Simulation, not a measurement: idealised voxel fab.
The process module presented herein is designated voxel released beams.
Displayed cross-section: cut, width of 145 nm, square cells sized 5 nm.
A cross-section is written here as square cells arranged in a grid, and it is given in bands from the top down, each band taking up one or more rows of cells. Quick guide to a band line: top height, bottom height (nm) up front; then every material left to right with its width in nm. Only one material and it's marked "edge to edge"? Then it fills the band edge to edge. And "air" just means empty space. Height is counted from the level 0, under which the received wafer is composed throughout of one material. The lowest of the bands is not closed at the bottom but continues downward, in the notation "top 0, no bottom". A width given as "30->40" starts at the first number in the band's top row and ends at the second number in its bottom row, shifting by an equal amount at every step from row to row. No cell of the cross-section changed in a step that is given as "nothing got changed". So "Enclosed void entries" is basically the list of trapped voids: any empty space of 8 cells or more that can't reach the top through an opening. They're written width x height at distance, the distance being from the left edge, and it's all nm. Whatever follows a step's settings on its line is a remark the simulator itself makes about that step. overlay nm: mask offset rightward from planned place, masked step; negative means leftward offset.
## plan
step 1: RECEIVE: material Si
step 2: CONFORMAL_DEP: material Al2O3, thk nm 5
step 3: DIRECTIONAL_DEP: material SiO2, thk nm 20
step 4: DIRECTIONAL_DEP: material aC, thk nm 10
step 5: PATTERN: tone open, mask id ANCHOR, material resist, width nm 25, thk nm 30, overlay nm 0
step 6: DIRECTIONAL_ETCH: etch materials aC, depth nm 10
step 7: STRIP: etch materials resist
step 8: DIRECTIONAL_ETCH: etch materials SiO2, depth nm 20
step 9: STRIP: etch materials aC
step 10: CONFORMAL_DEP: material polySi, thk nm 10
step 11: DIRECTIONAL_DEP: material aC, thk nm 15
step 12: PATTERN: tone cover, mask id BEAM, material resist, width nm 80, thk nm 30, overlay nm 0
step 13: DIRECTIONAL_ETCH: etch materials aC, depth nm 15
step 14: STRIP: etch materials resist
step 15: DIRECTIONAL_ETCH: etch materials polySi, depth nm 10
step 16: STRIP: etch materials aC
step 17: STRIP: etch materials SiO2
## First of two wafers, with the run carried out as planned
## Cross-section of the wafer upon arrival, representing the state reached after step 1
  top 0, no bottom = Si edge to edge
  Enclosed void entries: none
## Step 2 done - wafer cross-section
  top 5, bottom 0 = Al2O3 edge to edge
  Below a height of 0, the structure has not been altered.
## Step 3 done - wafer cross-section
  top 25, bottom 5 = SiO2 edge to edge
  Below a height of 5, the structure has not been altered.
## Step 4 done - wafer cross-section
  top 35, bottom 25 = aC edge to edge
  Below a height of 25, the structure has not been altered.
## Step 5 done - wafer cross-section
  top 65, bottom 35 = 35 nm resist, then 25 nm air, then 85 nm resist
  Below a height of 35, the structure has not been altered.
## Step 6 done - wafer cross-section
  top 55, bottom 35 = 35 nm resist, then 25 nm air, then 85 nm resist
  top 35, bottom 25 = 35 nm aC, then 25 nm air, then 85 nm aC
  Below a height of 25, the structure has not been altered.
## Step 7 done - wafer cross-section
  top 35, bottom 25 = 35 nm aC, then 25 nm air, then 85 nm aC
  Below a height of 25, the structure has not been altered.
## Step 8 done - wafer cross-section
  top 35, bottom 25 = 35 nm aC, then 25 nm air, then 85 nm aC
  top 25, bottom 5 = 35 nm SiO2, then 25 nm air, then 85 nm SiO2
  Below a height of 5, the structure has not been altered.
## Step 9 done - wafer cross-section
  top 25, bottom 5 = 35 nm SiO2, then 25 nm air, then 85 nm SiO2
  Below a height of 5, the structure has not been altered.
## Step 10 done - wafer cross-section
  top 35, bottom 25 = 45 nm polySi, then 5 nm air, then 95 nm polySi
  top 25, bottom 15 = 35 nm SiO2, then 10 nm polySi, then 5 nm air, then 10 nm polySi, then 85 nm SiO2
  top 15, bottom 5 = 35 nm SiO2, then 25 nm polySi, then 85 nm SiO2
  Below a height of 5, the structure has not been altered.
## Step 11 done - wafer cross-section
  top 50, bottom 35 = 45 nm aC, then 5 nm air, then 95 nm aC
  top 35, bottom 30 = 45 nm polySi, then 5 nm air, then 95 nm polySi
  top 30, bottom 25 = 45 nm polySi, then 5 nm aC, then 95 nm polySi
  top 25, bottom 15 = 35 nm SiO2, then 10 nm polySi, then 5 nm aC, then 10 nm polySi, then 85 nm SiO2
  Below a height of 15, the structure has not been altered.
## Step 12 done - wafer cross-section
  top 80, bottom 50 = 30 nm air, then 80 nm resist, then 35 nm air
  top 50, bottom 35 = 45 nm aC, then 5 nm resist, then 95 nm aC
  top 35, bottom 30 = 45 nm polySi, then 5 nm resist, then 95 nm polySi
  Below a height of 30, the structure has not been altered.
## Step 13 done - wafer cross-section
  top 65, bottom 50 = 30 nm air, then 80 nm resist, then 35 nm air
  top 50, bottom 35 = 30 nm air, then 15 nm aC, then 5 nm resist, then 60 nm aC, then 35 nm air
  Below a height of 35, the structure has not been altered.
## Step 14 done - wafer cross-section
  top 50, bottom 35 = 30 nm air, then 15 nm aC, then 5 nm air, then 60 nm aC, then 35 nm air
  top 35, bottom 30 = 45 nm polySi, then 5 nm air, then 95 nm polySi
  Below a height of 30, the structure has not been altered.
## Step 15 done - wafer cross-section
  top 50, bottom 35 = 30 nm air, then 15 nm aC, then 5 nm air, then 60 nm aC, then 35 nm air
  top 35, bottom 30 = 30 nm air, then 15 nm polySi, then 5 nm air, then 60 nm polySi, then 35 nm air
  top 30, bottom 25 = 30 nm air, then 15 nm polySi, then 5 nm aC, then 60 nm polySi, then 35 nm air
  Below a height of 25, the structure has not been altered.
## Step 16 done - wafer cross-section
  top 35, bottom 25 = 30 nm air, then 15 nm polySi, then 5 nm air, then 60 nm polySi, then 35 nm air
  top 25, bottom 15 = 35 nm SiO2, then 10 nm polySi, then 5 nm air, then 10 nm polySi, then 85 nm SiO2
  Below a height of 15, the structure has not been altered.
## Step 17 done - wafer cross-section
  top 35, bottom 25 = 30 nm air, then 15 nm polySi, then 5 nm air, then 60 nm polySi, then 35 nm air
  top 25, bottom 15 = 35 nm air, then 10 nm polySi, then 5 nm air, then 10 nm polySi, then 85 nm air
  top 15, bottom 5 = 35 nm air, then 25 nm polySi, then 85 nm air
  Below a height of 5, the structure has not been altered.
## Here the second wafer is described. Its start and its plan were those of the first wafer. Its run contained one mistake. Up to and including step 6, it did exactly what the first wafer did
## Cross-section of the second wafer at the time by which step 7 should have been completed according to the plan
  top 35, bottom 25 = 35 nm aC, then 25 nm air, then 85 nm aC
  Below a height of 25, the structure has not been altered.
## Cross-section of the second wafer at the time by which step 8 should have been completed according to the plan
  top 35, bottom 25 = 35 nm aC, then 25 nm air, then 85 nm aC
  top 25, bottom 5 = 35 nm SiO2, then 25 nm air, then 85 nm SiO2
  Below a height of 5, the structure has not been altered.
## Cross-section of the second wafer at the time by which step 9 should have been completed according to the plan
  top 25, bottom 5 = 35 nm SiO2, then 25 nm air, then 85 nm SiO2
  Below a height of 5, the structure has not been altered.
## Cross-section of the second wafer at the time by which step 10 should have been completed according to the plan
  top 35, bottom 25 = 45 nm polySi, then 5 nm air, then 95 nm polySi
  top 25, bottom 15 = 35 nm SiO2, then 10 nm polySi, then 5 nm air, then 10 nm polySi, then 85 nm SiO2
  top 15, bottom 5 = 35 nm SiO2, then 25 nm polySi, then 85 nm SiO2
  Below a height of 5, the structure has not been altered.
## Cross-section of the second wafer at the time by which step 11 should have been completed according to the plan
  top 50, bottom 35 = 45 nm aC, then 5 nm air, then 95 nm aC
  top 35, bottom 30 = 45 nm polySi, then 5 nm air, then 95 nm polySi
  top 30, bottom 25 = 45 nm polySi, then 5 nm aC, then 95 nm polySi
  top 25, bottom 15 = 35 nm SiO2, then 10 nm polySi, then 5 nm aC, then 10 nm polySi, then 85 nm SiO2
  Below a height of 15, the structure has not been altered.
## Cross-section of the second wafer at the time by which step 12 should have been completed according to the plan
  top 80, bottom 50 = 30 nm air, then 80 nm resist, then 35 nm air
  top 50, bottom 35 = 45 nm aC, then 5 nm resist, then 95 nm aC
  top 35, bottom 30 = 45 nm polySi, then 5 nm resist, then 95 nm polySi
  Below a height of 30, the structure has not been altered.
## Cross-section of the second wafer at the time by which step 13 should have been completed according to the plan
  top 65, bottom 50 = 30 nm air, then 80 nm resist, then 35 nm air
  top 50, bottom 35 = 30 nm air, then 15 nm aC, then 5 nm resist, then 60 nm aC, then 35 nm air
  Below a height of 35, the structure has not been altered.
## Cross-section of the second wafer at the time by which step 14 should have been completed according to the plan
  top 50, bottom 35 = 30 nm air, then 15 nm aC, then 5 nm air, then 60 nm aC, then 35 nm air
  top 35, bottom 30 = 45 nm polySi, then 5 nm air, then 95 nm polySi
  Below a height of 30, the structure has not been altered.
## Cross-section of the second wafer at the time by which step 15 should have been completed according to the plan
  top 50, bottom 35 = 30 nm air, then 15 nm aC, then 5 nm air, then 60 nm aC, then 35 nm air
  top 35, bottom 30 = 30 nm air, then 15 nm polySi, then 5 nm air, then 60 nm polySi, then 35 nm air
  top 30, bottom 25 = 30 nm air, then 15 nm polySi, then 5 nm aC, then 60 nm polySi, then 35 nm air
  Below a height of 25, the structure has not been altered.
## Cross-section of the second wafer at the time by which step 16 should have been completed according to the plan
  top 35, bottom 25 = 30 nm air, then 15 nm polySi, then 5 nm air, then 60 nm polySi, then 35 nm air
  top 25, bottom 15 = 35 nm SiO2, then 10 nm polySi, then 5 nm air, then 10 nm polySi, then 85 nm SiO2
  Below a height of 15, the structure has not been altered.
## Cross-section of the second wafer at the time by which step 17 should have been completed according to the plan
  top 35, bottom 25 = 30 nm air, then 15 nm polySi, then 5 nm air, then 60 nm polySi, then 35 nm air
  top 25, bottom 15 = 35 nm air, then 10 nm polySi, then 5 nm air, then 10 nm polySi, then 85 nm air
  top 15, bottom 5 = 35 nm air, then 25 nm polySi, then 85 nm air
  Below a height of 5, the structure has not been altered.
Want to know what went wrong? step 7 of the plan was twice carried out
The two wafers finish with the same cross-section, and therefore the mistake leaves the computed outcome of this model unchanged.
